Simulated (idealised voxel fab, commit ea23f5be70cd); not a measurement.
Presented below is a process module, voxel capacitor over wiring.
In the cross-section labelled cut, the width is 300 nm and each square cell is 5 nm.
Each cross-section below is a grid of square cells, stated as bands in top-down order, with one or more rows of cells making up each band.
This entry defines a band. It first specifies the height of the band's top and the height of its bottom in nm, and then specifies the band's materials from left to right, stating each material with its width in nm. The word "all across" identifies a single material that fills the band from edge to edge, while the word "empty" identifies empty space.
Below 0: as-received wafer, all one material; heights counted from there. Lowest band: no bottom, goes on down, written "0..down".
The two numbers in a width such as "30 to 40" mark its ends across the band: the first belongs to the top row of cells, the second to the bottom row, and from each row to the next the width moves by the same amount.
Given "nothing altered" for a step, no cell of the cross-section differs between before and after that step.
Voids not open to the top, 8 cells minimum: see "Sealed internal voids". Written width x height at distance; distance is from the left edge; nm.
Post-settings text on a step line: simulator's own remark regarding the step.
overlay nm: where the mask lay relative to plan, measured to the right, on steps with a mask; negatives go left.
**Planned step list for the process**
step 1: RECEIVE [material Si]
step 2: CONFORMAL_DEP [material SiO2] [thk nm 10]
step 3: DIRECTIONAL_DEP [material TiN] [thk nm 5]
step 4: DIRECTIONAL_DEP [material W] [thk nm 20]
step 5: DIRECTIONAL_DEP [material aC] [thk nm 10]
step 6: PATTERN [tone cover] [mask id METAL_1] [material resist] [width nm 20] [pitch nm 85] [thk nm 30] [overlay nm 0]
step 7: DIRECTIONAL_ETCH [etch materials aC] [depth nm 10]
step 8: STRIP [etch materials resist]
step 9: DIRECTIONAL_ETCH [etch materials W] [depth nm 20]
step 10: DIRECTIONAL_ETCH [etch materials TiN] [depth nm 5]
step 11: STRIP [etch materials aC]
step 12: CONFORMAL_DEP [material SiN] [thk nm 5]
step 13: FILL_DEP [material lowk] [thk nm 10]
step 14: CMP [height nm 35]
step 15: CONFORMAL_DEP [material SiCN] [thk nm 5]
step 16: DIRECTIONAL_DEP [material SiO2] [thk nm 20]
step 17: MASKED_ETCH [tone open] [mask id PLUG_1] [width nm 15] [etch materials SiO2] [depth nm 20] [overlay nm 0]
step 18: MASKED_ETCH [tone open] [mask id PLUG_1] [width nm 15] [etch materials SiCN] [depth nm 5] [overlay nm 0]
step 19: CONFORMAL_DEP [material TiN] [thk nm 5]
step 20: FILL_DEP [material Cu] [thk nm 5]
step 21: CMP [height nm 60]
step 22: DIRECTIONAL_DEP [material TiN] [thk nm 5]
step 23: DIRECTIONAL_DEP [material Al2O3] [thk nm 5]
step 24: DIRECTIONAL_DEP [material TiN] [thk nm 10]
step 25: DIRECTIONAL_DEP [material aC] [thk nm 15]
step 26: PATTERN [tone cover] [mask id UPPER_PLATE] [material resist] [width nm 70] [thk nm 35] [overlay nm 0]
step 27: DIRECTIONAL_ETCH [etch materials aC] [depth nm 15]
step 28: STRIP [etch materials resist]
step 29: DIRECTIONAL_ETCH [etch materials TiN] [depth nm 10]
step 30: DIRECTIONAL_ETCH [etch materials Al2O3] [depth nm 5]
step 31: STRIP [etch materials aC]
step 32: DIRECTIONAL_DEP [material aC] [thk nm 10]
step 33: PATTERN [tone cover] [mask id LOWER_PLATE] [material resist] [width nm 80] [thk nm 30] [overlay nm 0]
step 34: DIRECTIONAL_ETCH [etch materials aC] [depth nm 10]
step 35: STRIP [etch materials resist]
step 36: DIRECTIONAL_ETCH [etch materials TiN] [depth nm 5]
step 37: STRIP [etch materials aC]
step 38: FILL_DEP [material SiO2] [thk nm 15]
step 39: CMP [height nm 90]
step 40: PATTERN [tone open] [mask id PLUG_2] [material resist] [width nm 15] [thk nm 20] [overlay nm 0]
step 41: DIRECTIONAL_ETCH [etch materials SiO2] [depth nm 10]
step 42: STRIP [etch materials resist]
step 43: CONFORMAL_DEP [material TiN] [thk nm 5]
step 44: FILL_DEP [material Ru] [thk nm 5]
step 45: CMP [height nm 90]
step 46: CONFORMAL_DEP [material SiN] [thk nm 5]
**first wafer, as planned**
**As received (post step 1): cross-section**
	0..down | Si all across
	Sealed internal voids: none
**Once step 2 is through, the wafer looks like this in cross-section**
	10..0 | SiO2 all across
	For the remainder of the cross-section, below 0, there is no change.
**Once step 3 is through, the wafer looks like this in cross-section**
	15..10 | TiN all across
	For the remainder of the cross-section, below 10, there is no change.
**Once step 4 is through, the wafer looks like this in cross-section**
	35..15 | W all across
	For the remainder of the cross-section, below 15, there is no change.
**Once step 5 is through, the wafer looks like this in cross-section**
	45..35 | aC all across
	For the remainder of the cross-section, below 35, there is no change.
**Once step 6 is through, the wafer looks like this in cross-section**
	75..45 | empty=95; resist=20; empty=65; resist=20; empty=100
	For the remainder of the cross-section, below 45, there is no change.
**Once step 7 is through, the wafer looks like this in cross-section**
	65..45 | empty=95; resist=20; empty=65; resist=20; empty=100
	45..35 | empty=95; aC=20; empty=65; aC=20; empty=100
	For the remainder of the cross-section, below 35, there is no change.
**Once step 8 is through, the wafer looks like this in cross-section**
	45..35 | empty=95; aC=20; empty=65; aC=20; empty=100
	For the remainder of the cross-section, below 35, there is no change.
**Once step 9 is through, the wafer looks like this in cross-section**
	45..35 | empty=95; aC=20; empty=65; aC=20; empty=100
	35..15 | empty=95; W=20; empty=65; W=20; empty=100
	For the remainder of the cross-section, below 15, there is no change.
**Once step 10 is through, the wafer looks like this in cross-section**
	45..35 | empty=95; aC=20; empty=65; aC=20; empty=100
	35..15 | empty=95; W=20; empty=65; W=20; empty=100
	15..10 | empty=95; TiN=20; empty=65; TiN=20; empty=100
	For the remainder of the cross-section, below 10, there is no change.
**Once step 11 is through, the wafer looks like this in cross-section**
	35..15 | empty=95; W=20; empty=65; W=20; empty=100
	For the remainder of the cross-section, below 15, there is no change.
**Once step 12 is through, the wafer looks like this in cross-section**
	40..35 | empty=90; SiN=30; empty=55; SiN=30; empty=95
	35..15 | empty=90; SiN=5; W=20; SiN=5; empty=55; SiN=5; W=20; SiN=5; empty=95
	15..10 | SiN=95; TiN=20; SiN=65; TiN=20; SiN=100
	For the remainder of the cross-section, below 10, there is no change.
**Once step 13 is through, the wafer looks like this in cross-section**
	50..40 | lowk all across
	40..35 | lowk=90; SiN=30; lowk=55; SiN=30; lowk=95
	35..15 | lowk=90; SiN=5; W=20; SiN=5; lowk=55; SiN=5; W=20; SiN=5; lowk=95
	For the remainder of the cross-section, below 15, there is no change.
**Once step 14 is through, the wafer looks like this in cross-section**
	35..15 | lowk=90; SiN=5; W=20; SiN=5; lowk=55; SiN=5; W=20; SiN=5; lowk=95
	For the remainder of the cross-section, below 15, there is no change.
**Once step 15 is through, the wafer looks like this in cross-section**
	40..35 | SiCN all across
	For the remainder of the cross-section, below 35, there is no change.
**Once step 16 is through, the wafer looks like this in cross-section**
	60..40 | SiO2 all across
	For the remainder of the cross-section, below 40, there is no change.
**Once step 17 is through, the wafer looks like this in cross-section**
	60..40 | SiO2=100; empty=15; SiO2=185
	For the remainder of the cross-section, below 40, there is no change.
**Once step 18 is through, the wafer looks like this in cross-section**
	60..40 | SiO2=100; empty=15; SiO2=185
	40..35 | SiCN=100; empty=15; SiCN=185
	For the remainder of the cross-section, below 35, there is no change.
**Once step 19 is through, the wafer looks like this in cross-section**
	65..60 | TiN=105; empty=5; TiN=190
	60..40 | SiO2=100; TiN=5; empty=5; TiN=5; SiO2=185
	40..35 | SiCN=100; TiN=15; SiCN=185
	For the remainder of the cross-section, below 35, there is no change.
**Once step 20 is through, the wafer looks like this in cross-section**
	70..65 | Cu all across
	65..60 | TiN=105; Cu=5; TiN=190
	60..40 | SiO2=100; TiN=5; Cu=5; TiN=5; SiO2=185
	For the remainder of the cross-section, below 40, there is no change.
**Once step 21 is through, the wafer looks like this in cross-section**
	60..40 | SiO2=100; TiN=5; Cu=5; TiN=5; SiO2=185
	For the remainder of the cross-section, below 40, there is no change.
**Once step 22 is through, the wafer looks like this in cross-section**
	65..60 | TiN all across
	For the remainder of the cross-section, below 60, there is no change.
**Once step 23 is through, the wafer looks like this in cross-section**
	70..65 | Al2O3 all across
	For the remainder of the cross-section, below 65, there is no change.
**Once step 24 is through, the wafer looks like this in cross-section**
	80..70 | TiN all across
	For the remainder of the cross-section, below 70, there is no change.
**Once step 25 is through, the wafer looks like this in cross-section**
	95..80 | aC all across
	For the remainder of the cross-section, below 80, there is no change.
**Once step 26 is through, the wafer looks like this in cross-section**
	130..95 | empty=100; resist=70; empty=130
	For the remainder of the cross-section, below 95, there is no change.
**Once step 27 is through, the wafer looks like this in cross-section**
	115..95 | empty=100; resist=70; empty=130
	95..80 | empty=100; aC=70; empty=130
	For the remainder of the cross-section, below 80, there is no change.
**Once step 28 is through, the wafer looks like this in cross-section**
	95..80 | empty=100; aC=70; empty=130
	For the remainder of the cross-section, below 80, there is no change.
**Once step 29 is through, the wafer looks like this in cross-section**
	95..80 | empty=100; aC=70; empty=130
	80..70 | empty=100; TiN=70; empty=130
	For the remainder of the cross-section, below 70, there is no change.
**Once step 30 is through, the wafer looks like this in cross-section**
	95..80 | empty=100; aC=70; empty=130
	80..70 | empty=100; TiN=70; empty=130
	70..65 | empty=100; Al2O3=70; empty=130
	For the remainder of the cross-section, below 65, there is no change.
**Once step 31 is through, the wafer looks like this in cross-section**
	80..70 | empty=100; TiN=70; empty=130
	For the remainder of the cross-section, below 70, there is no change.
**Once step 32 is through, the wafer looks like this in cross-section**
	90..80 | empty=100; aC=70; empty=130
	80..75 | empty=100; TiN=70; empty=130
	75..70 | aC=100; TiN=70; aC=130
	70..65 | aC=100; Al2O3=70; aC=130
	For the remainder of the cross-section, below 65, there is no change.
**Once step 33 is through, the wafer looks like this in cross-section**
	120..90 | empty=95; resist=80; empty=125
	90..80 | empty=95; resist=5; aC=70; resist=5; empty=125
	80..75 | empty=95; resist=5; TiN=70; resist=5; empty=125
	For the remainder of the cross-section, below 75, there is no change.
**Once step 34 is through, the wafer looks like this in cross-section**
	110..90 | empty=95; resist=80; empty=125
	90..80 | empty=95; resist=5; aC=70; resist=5; empty=125
	80..75 | empty=95; resist=5; TiN=70; resist=5; empty=125
	75..70 | empty=95; aC=5; TiN=70; aC=5; empty=125
	70..65 | empty=95; aC=5; Al2O3=70; aC=5; empty=125
	For the remainder of the cross-section, below 65, there is no change.
**Once step 35 is through, the wafer looks like this in cross-section**
	90..80 | empty=100; aC=70; empty=130
	80..75 | empty=100; TiN=70; empty=130
	For the remainder of the cross-section, below 75, there is no change.
**Once step 36 is through, the wafer looks like this in cross-section**
	90..80 | empty=100; aC=70; empty=130
	80..75 | empty=100; TiN=70; empty=130
	75..70 | empty=95; aC=5; TiN=70; aC=5; empty=125
	70..65 | empty=95; aC=5; Al2O3=70; aC=5; empty=125
	65..60 | empty=95; TiN=80; empty=125
	For the remainder of the cross-section, below 60, there is no change.
**Once step 37 is through, the wafer looks like this in cross-section**
	80..70 | empty=100; TiN=70; empty=130
	70..65 | empty=100; Al2O3=70; empty=130
	For the remainder of the cross-section, below 65, there is no change.
**Once step 38 is through, the wafer looks like this in cross-section**
	95..80 | SiO2 all across
	80..70 | SiO2=100; TiN=70; SiO2=130
	70..65 | SiO2=100; Al2O3=70; SiO2=130
	65..60 | SiO2=95; TiN=80; SiO2=125
	For the remainder of the cross-section, below 60, there is no change.
**Once step 39 is through, the wafer looks like this in cross-section**
	90..80 | SiO2 all across
	For the remainder of the cross-section, below 80, there is no change.
**Once step 40 is through, the wafer looks like this in cross-section**
	110..90 | resist=110; empty=15; resist=175
	For the remainder of the cross-section, below 90, there is no change.
**Once step 41 is through, the wafer looks like this in cross-section**
	110..90 | resist=110; empty=15; resist=175
	90..80 | SiO2=110; empty=15; SiO2=175
	For the remainder of the cross-section, below 80, there is no change.
**Once step 42 is through, the wafer looks like this in cross-section**
	90..80 | SiO2=110; empty=15; SiO2=175
	For the remainder of the cross-section, below 80, there is no change.
**Once step 43 is through, the wafer looks like this in cross-section**
	95..90 | TiN=115; empty=5; TiN=180
	90..85 | SiO2=110; TiN=5; empty=5; TiN=5; SiO2=175
	85..80 | SiO2=110; TiN=15; SiO2=175
	For the remainder of the cross-section, below 80, there is no change.
**Once step 44 is through, the wafer looks like this in cross-section**
	100..95 | Ru all across
	95..90 | TiN=115; Ru=5; TiN=180
	90..85 | SiO2=110; TiN=5; Ru=5; TiN=5; SiO2=175
	For the remainder of the cross-section, below 85, there is no change.
**Once step 45 is through, the wafer looks like this in cross-section**
	90..85 | SiO2=110; TiN=5; Ru=5; TiN=5; SiO2=175
	For the remainder of the cross-section, below 85, there is no change.
**Once step 46 is through, the wafer looks like this in cross-section**
	95..90 | SiN all across
	For the remainder of the cross-section, below 90, there is no change.
**Second of two: same start, same plan, one run error; steps up to and including 16 match the first**
**Second wafer, cut view, end of step 17 per plan**
	60..40 | SiO2=95; empty=15; SiO2=190
	For the remainder of the cross-section, below 40, there is no change.
**Second wafer, cut view, end of step 18 per plan**
	60..40 | SiO2=95; empty=15; SiO2=190
	40..35 | SiCN=100; empty=10; SiCN=190
	For the remainder of the cross-section, below 35, there is no change.
**Second wafer, cut view, end of step 19 per plan**
	65..60 | TiN=100; empty=5; TiN=195
	60..45 | SiO2=95; TiN=5; empty=5; TiN=5; SiO2=190
	45..40 | SiO2=95; TiN=15; SiO2=190
	40..35 | SiCN=100; TiN=10; SiCN=190
	For the remainder of the cross-section, below 35, there is no change.
**Second wafer, cut view, end of step 20 per plan**
	70..65 | Cu all across
	65..60 | TiN=100; Cu=5; TiN=195
	60..45 | SiO2=95; TiN=5; Cu=5; TiN=5; SiO2=190
	For the remainder of the cross-section, below 45, there is no change.
**Second wafer, cut view, end of step 21 per plan**
	60..45 | SiO2=95; TiN=5; Cu=5; TiN=5; SiO2=190
	For the remainder of the cross-section, below 45, there is no change.
**Second wafer, cut view, end of step 22 per plan**
	65..60 | TiN all across
	For the remainder of the cross-section, below 60, there is no change.
**Second wafer, cut view, end of step 23 per plan**
	70..65 | Al2O3 all across
	For the remainder of the cross-section, below 65, there is no change.
**Second wafer, cut view, end of step 24 per plan**
	80..70 | TiN all across
	For the remainder of the cross-section, below 70, there is no change.
**Second wafer, cut view, end of step 25 per plan**
	95..80 | aC all across
	For the remainder of the cross-section, below 80, there is no change.
**Second wafer, cut view, end of step 26 per plan**
	130..95 | empty=100; resist=70; empty=130
	For the remainder of the cross-section, below 95, there is no change.
**Second wafer, cut view, end of step 27 per plan**
	115..95 | empty=100; resist=70; empty=130
	95..80 | empty=100; aC=70; empty=130
	For the remainder of the cross-section, below 80, there is no change.
**Second wafer, cut view, end of step 28 per plan**
	95..80 | empty=100; aC=70; empty=130
	For the remainder of the cross-section, below 80, there is no change.
**Second wafer, cut view, end of step 29 per plan**
	95..80 | empty=100; aC=70; empty=130
	80..70 | empty=100; TiN=70; empty=130
	For the remainder of the cross-section, below 70, there is no change.
**Second wafer, cut view, end of step 30 per plan**
	95..80 | empty=100; aC=70; empty=130
	80..70 | empty=100; TiN=70; empty=130
	70..65 | empty=100; Al2O3=70; empty=130
	For the remainder of the cross-section, below 65, there is no change.
**Second wafer, cut view, end of step 31 per plan**
	80..70 | empty=100; TiN=70; empty=130
	For the remainder of the cross-section, below 70, there is no change.
**Second wafer, cut view, end of step 32 per plan**
	90..80 | empty=100; aC=70; empty=130
	80..75 | empty=100; TiN=70; empty=130
	75..70 | aC=100; TiN=70; aC=130
	70..65 | aC=100; Al2O3=70; aC=130
	For the remainder of the cross-section, below 65, there is no change.
**Second wafer, cut view, end of step 33 per plan**
	120..90 | empty=95; resist=80; empty=125
	90..80 | empty=95; resist=5; aC=70; resist=5; empty=125
	80..75 | empty=95; resist=5; TiN=70; resist=5; empty=125
	For the remainder of the cross-section, below 75, there is no change.
**Second wafer, cut view, end of step 34 per plan**
	110..90 | empty=95; resist=80; empty=125
	90..80 | empty=95; resist=5; aC=70; resist=5; empty=125
	80..75 | empty=95; resist=5; TiN=70; resist=5; empty=125
	75..70 | empty=95; aC=5; TiN=70; aC=5; empty=125
	70..65 | empty=95; aC=5; Al2O3=70; aC=5; empty=125
	For the remainder of the cross-section, below 65, there is no change.
**Second wafer, cut view, end of step 35 per plan**
	90..80 | empty=100; aC=70; empty=130
	80..75 | empty=100; TiN=70; empty=130
	For the remainder of the cross-section, below 75, there is no change.
**Second wafer, cut view, end of step 36 per plan**
	90..80 | empty=100; aC=70; empty=130
	80..75 | empty=100; TiN=70; empty=130
	75..70 | empty=95; aC=5; TiN=70; aC=5; empty=125
	70..65 | empty=95; aC=5; Al2O3=70; aC=5; empty=125
	65..60 | empty=95; TiN=80; empty=125
	For the remainder of the cross-section, below 60, there is no change.
**Second wafer, cut view, end of step 37 per plan**
	80..70 | empty=100; TiN=70; empty=130
	70..65 | empty=100; Al2O3=70; empty=130
	For the remainder of the cross-section, below 65, there is no change.
**Second wafer, cut view, end of step 38 per plan**
	95..80 | SiO2 all across
	80..70 | SiO2=100; TiN=70; SiO2=130
	70..65 | SiO2=100; Al2O3=70; SiO2=130
	65..60 | SiO2=95; TiN=80; SiO2=125
	For the remainder of the cross-section, below 60, there is no change.
**Second wafer, cut view, end of step 39 per plan**
	90..80 | SiO2 all across
	For the remainder of the cross-section, below 80, there is no change.
**Second wafer, cut view, end of step 40 per plan**
	110..90 | resist=110; empty=15; resist=175
	For the remainder of the cross-section, below 90, there is no change.
**Second wafer, cut view, end of step 41 per plan**
	110..90 | resist=110; empty=15; resist=175
	90..80 | SiO2=110; empty=15; SiO2=175
	For the remainder of the cross-section, below 80, there is no change.
**Second wafer, cut view, end of step 42 per plan**
	90..80 | SiO2=110; empty=15; SiO2=175
	For the remainder of the cross-section, below 80, there is no change.
**Second wafer, cut view, end of step 43 per plan**
	95..90 | TiN=115; empty=5; TiN=180
	90..85 | SiO2=110; TiN=5; empty=5; TiN=5; SiO2=175
	85..80 | SiO2=110; TiN=15; SiO2=175
	For the remainder of the cross-section, below 80, there is no change.
**Second wafer, cut view, end of step 44 per plan**
	100..95 | Ru all across
	95..90 | TiN=115; Ru=5; TiN=180
	90..85 | SiO2=110; TiN=5; Ru=5; TiN=5; SiO2=175
	For the remainder of the cross-section, below 85, there is no change.
**Second wafer, cut view, end of step 45 per plan**
	90..85 | SiO2=110; TiN=5; Ru=5; TiN=5; SiO2=175
	For the remainder of the cross-section, below 85, there is no change.
**Second wafer, cut view, end of step 46 per plan**
	95..90 | SiN all across
	For the remainder of the cross-section, below 90, there is no change.
Misprocessing identified: step 17 changed vs plan, executed as MASKED_ETCH [tone open] [mask id PLUG_1] [width nm 15] [etch materials SiO2] [depth nm 20] [overlay nm -5]
End of process, cell counts, second wafer against first, materials with more or fewer: Cu -1; SiCN +1
